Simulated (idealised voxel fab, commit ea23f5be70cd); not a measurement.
process module | voxel gate over fins
cross-section cut | 195 nm wide | cells 5 nm
A cross-section is a grid of square cells, given in bands from the top down. A band is one or more rows of cells.
Each band's line starts with the height of the band's top and of its bottom, in nm. Then come its materials from left to right, each with its width in nm. One material with "throughout" fills the band from edge to edge. "air" is empty space.
Height 0 is the level under which the wafer as received is all one material. The lowest band goes on downwards, as in "0 down".
A width such as "30 to 40" changes by the same amount from each row of cells to the next, from the band's top row to its bottom row.
"no change" after a step means that no cell of the cross-section changed.
closed voids: empty space of 8 cells or more with no open way to the top, each as width x height at its distance from the left edge, in nm
after a step's settings: what the simulator itself notes on the step
overlay nm, on a step with a mask: how far to the right of its planned place the mask lay; to the left if negative
plan
1 op RECEIVE | material Si
2 op CONFORMAL_DEP | material SiN | thk nm 5
3 op PATTERN | tone cover | mask id FINS | material resist | width nm 15 | pitch nm 40 | thk nm 20 | overlay nm 0
4 op DIRECTIONAL_ETCH | etch materials SiN | depth nm 5
5 op DIRECTIONAL_ETCH | etch materials Si | depth nm 35
6 op STRIP | etch materials resist
7 op OXIDIZE | depth nm 5
8 op FILL_DEP | material SiO2 | thk nm 15
9 op CMP | height nm 5
10 op SELECTIVE_ETCH | etch materials SiO2 | depth nm 20
11 op STRIP | etch materials SiN
12 op CONFORMAL_DEP | material HfO2 | thk nm 5
13 op CONFORMAL_DEP | material TiN | thk nm 5
14 op FILL_DEP | material W | thk nm 15
15 op CMP | height nm 20
16 op CONFORMAL_DEP | material SiCN | thk nm 10
first wafer, as planned
as received, after step 1
  0 down: Si throughout
  closed voids: none
after step 2
  5 to 0: SiN throughout
  below 0: unchanged
after step 3
  25 to 5: air 70 | resist 15 | air 25 | resist 15 | air 70
  below 5: unchanged
after step 4
  25 to 5: air 70 | resist 15 | air 25 | resist 15 | air 70
  5 to 0: air 70 | SiN 15 | air 25 | SiN 15 | air 70
  below 0: unchanged
after step 5
  25 to 5: air 70 | resist 15 | air 25 | resist 15 | air 70
  5 to 0: air 70 | SiN 15 | air 25 | SiN 15 | air 70
  0 to -35: air 70 | Si 15 | air 25 | Si 15 | air 70
  below -35: unchanged
after step 6
  5 to 0: air 70 | SiN 15 | air 25 | SiN 15 | air 70
  below 0: unchanged
after step 7
  5 to 0: air 70 | SiN 15 | air 25 | SiN 15 | air 70
  0 to -35: air 70 | SiO2 5 | Si 5 | SiO2 5 | air 25 | SiO2 5 | Si 5 | SiO2 5 | air 70
  -35 to -40: SiO2 75 | Si 5 | SiO2 35 | Si 5 | SiO2 75
  below -40: unchanged
after step 8
  20 to 5: SiO2 throughout
  5 to 0: SiO2 70 | SiN 15 | SiO2 25 | SiN 15 | SiO2 70
  0 to -40: SiO2 75 | Si 5 | SiO2 35 | Si 5 | SiO2 75
  below -40: unchanged
after step 9
  5 to 0: SiO2 70 | SiN 15 | SiO2 25 | SiN 15 | SiO2 70
  below 0: unchanged
after step 10
  5 to 0: air 70 | SiN 15 | air 25 | SiN 15 | air 70
  0 to -15: air 75 | Si 5 | air 35 | Si 5 | air 75
  below -15: unchanged
after step 11
  0 to -15: air 75 | Si 5 | air 35 | Si 5 | air 75
  below -15: unchanged
after step 12
  5 to 0: air 70 | HfO2 15 | air 25 | HfO2 15 | air 70
  0 to -10: air 70 | HfO2 5 | Si 5 | HfO2 5 | air 25 | HfO2 5 | Si 5 | HfO2 5 | air 70
  -10 to -15: HfO2 75 | Si 5 | HfO2 35 | Si 5 | HfO2 75
  below -15: unchanged
after step 13
  10 to 5: air 65 | TiN 25 | air 15 | TiN 25 | air 65
  5 to 0: air 65 | TiN 5 | HfO2 15 | TiN 5 | air 15 | TiN 5 | HfO2 15 | TiN 5 | air 65
  0 to -5: air 65 | TiN 5 | HfO2 5 | Si 5 | HfO2 5 | TiN 5 | air 15 | TiN 5 | HfO2 5 | Si 5 | HfO2 5 | TiN 5 | air 65
  -5 to -10: TiN 70 | HfO2 5 | Si 5 | HfO2 5 | TiN 25 | HfO2 5 | Si 5 | HfO2 5 | TiN 70
  below -10: unchanged
after step 14
  25 to 10: W throughout
  10 to 5: W 65 | TiN 25 | W 15 | TiN 25 | W 65
  5 to 0: W 65 | TiN 5 | HfO2 15 | TiN 5 | W 15 | TiN 5 | HfO2 15 | TiN 5 | W 65
  0 to -5: W 65 | TiN 5 | HfO2 5 | Si 5 | HfO2 5 | TiN 5 | W 15 | TiN 5 | HfO2 5 | Si 5 | HfO2 5 | TiN 5 | W 65
  below -5: unchanged
after step 15
  20 to 10: W throughout
  below 10: unchanged
after step 16
  30 to 20: SiCN throughout
  below 20: unchanged
second wafer: like start, like plan, one mistake. Through step 8 it matches the first wafer
when step 9 should have ended: no change
when step 10 should have ended
  5 to 0: air 70 | SiN 15 | air 25 | SiN 15 | air 70
  below 0: unchanged
when step 11 should have ended
  0 to -40: SiO2 75 | Si 5 | SiO2 35 | Si 5 | SiO2 75
  below -40: unchanged
when step 12 should have ended
  5 to 0: HfO2 throughout
  below 0: unchanged
when step 13 should have ended
  10 to 5: TiN throughout
  below 5: unchanged
when step 14 should have ended
  25 to 10: W throughout
  below 10: unchanged
when step 15 should have ended
  20 to 10: W throughout
  below 10: unchanged
when step 16 should have ended
  30 to 20: SiCN throughout
  below 20: unchanged
what went wrong: step 9 was left out
at the end the second wafer has, in cells: 12 fewer of HfO2 | 111 more of SiO2 | 12 fewer of TiN | 87 fewer of W
